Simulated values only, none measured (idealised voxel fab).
Documented hereafter: the process module known as voxel ribs on slabs.
Square cells of 5 nm make up the cross-section cut, whose width is 240 nm.
Square cells in a grid make up a cross-section in this document, and the grid is given as bands, listed from the top down, each one or more rows of cells.
Read a band's entry like this: the first values are the height of its top and the height of its bottom in nm, and what follows is the sequence of materials from left to right, each with its width in nm. Note that "blank" is empty space, and that a single material marked "everywhere" reaches across the band from edge to edge.
All heights in this document are referenced to 0, defined as the level beneath which the wafer, as received, consists entirely of one material. The lowest band is not bounded below; it extends indefinitely downward and is written in the form "0 and below".
Quick explanation for "30..40": the width changes in equal steps down the rows of cells, from the first number in the band's top row to the second number in its bottom row.
You'll sometimes find "remained the same" written for a step, and that's the way of saying that nowhere in the cross-section did a cell change during that step.
Look at "Voids, sealed" for the closed voids: empty spaces with no open path to the top, sized 8 cells or up. Each is width x height at distance, distance from the left edge, all nm.
Anything after a step's settings on that line? It's the simulator's own note about the step.
overlay nm: how far to the right of its planned place the mask lay on this masked step (negative: to the left).
Intended process steps
1. RECEIVE, material Si
2. DIRECTIONAL_DEP, material SiO2, thk nm 25
3. DIRECTIONAL_DEP, material SiN, thk nm 25
4. PATTERN, tone cover, mask id RIB, material resist, width nm 30, thk nm 20, overlay nm 0
5. DIRECTIONAL_ETCH, etch materials SiN, depth nm 5
6. STRIP, etch materials resist
7. PATTERN, tone cover, mask id SLAB, material resist, width nm 90, thk nm 15, overlay nm 0
8. DIRECTIONAL_ETCH, etch materials SiN, depth nm 10
9. STRIP, etch materials resist
10. FILL_DEP, material SiO2, thk nm 20
11. CMP, height nm 65
12. DIRECTIONAL_DEP, material W, thk nm 5
13. DIRECTIONAL_DEP, material aC, thk nm 10
14. PATTERN, tone cover, mask id HEATER, material resist, width nm 40, thk nm 30, overlay nm 0
15. DIRECTIONAL_ETCH, etch materials aC, depth nm 10
16. STRIP, etch materials resist
17. DIRECTIONAL_ETCH, etch materials W, depth nm 5
18. STRIP, etch materials aC
19. CONFORMAL_DEP, material SiO2, thk nm 5
The depth nm used in step 8 is not the same on every wafer, whereas the starting condition is; the value printed in the plan is the first wafer's.
Step 1 complete: as-received cross-section of the first of several wafers
  0 and below  Si everywhere
  Voids, sealed: none
Module finished, last step 19 done: cross-section of the first of several wafers
  75 down to 70  95 of blank; 50 of SiO2; 95 of blank
  70 down to 65  100 of SiO2; 40 of W; 100 of SiO2
  65 down to 50  SiO2 everywhere
  50 down to 45  105 of SiO2; 30 of SiN; 105 of SiO2
  45 down to 35  75 of SiO2; 90 of SiN; 75 of SiO2
  35 down to 25  SiN everywhere
  25 down to 0  SiO2 everywhere
  0 and below  Si everywhere
  Voids, sealed: none
Cross-section of the final wafer among several, taken at the end of the module
  75 down to 70  95 of blank; 50 of SiO2; 95 of blank
  70 down to 65  100 of SiO2; 40 of W; 100 of SiO2
  65 down to 50  SiO2 everywhere
  50 down to 45  105 of SiO2; 30 of SiN; 105 of SiO2
  45 down to 25  75 of SiO2; 90 of SiN; 75 of SiO2
  25 down to 0  SiO2 everywhere
  0 and below  Si everywhere
  Voids, sealed: none
Per-wafer rows below. For each material: cells gained (+) or lost (-) since the wafer was received, as of end of module. Then: closed voids
depth nm 10 | +138 SiN | +536 SiO2 | +8 W | Voids, sealed: none
depth nm 15 | +108 SiN | +566 SiO2 | +8 W | Voids, sealed: none
depth nm 20 | +78 SiN | +596 SiO2 | +8 W | Voids, sealed: none
depth nm 25 | +78 SiN | +596 SiO2 | +8 W | Voids, sealed: none
depth nm 30 | +78 SiN | +596 SiO2 | +8 W | Voids, sealed: none
depth nm 35 | +78 SiN | +596 SiO2 | +8 W | Voids, sealed: none
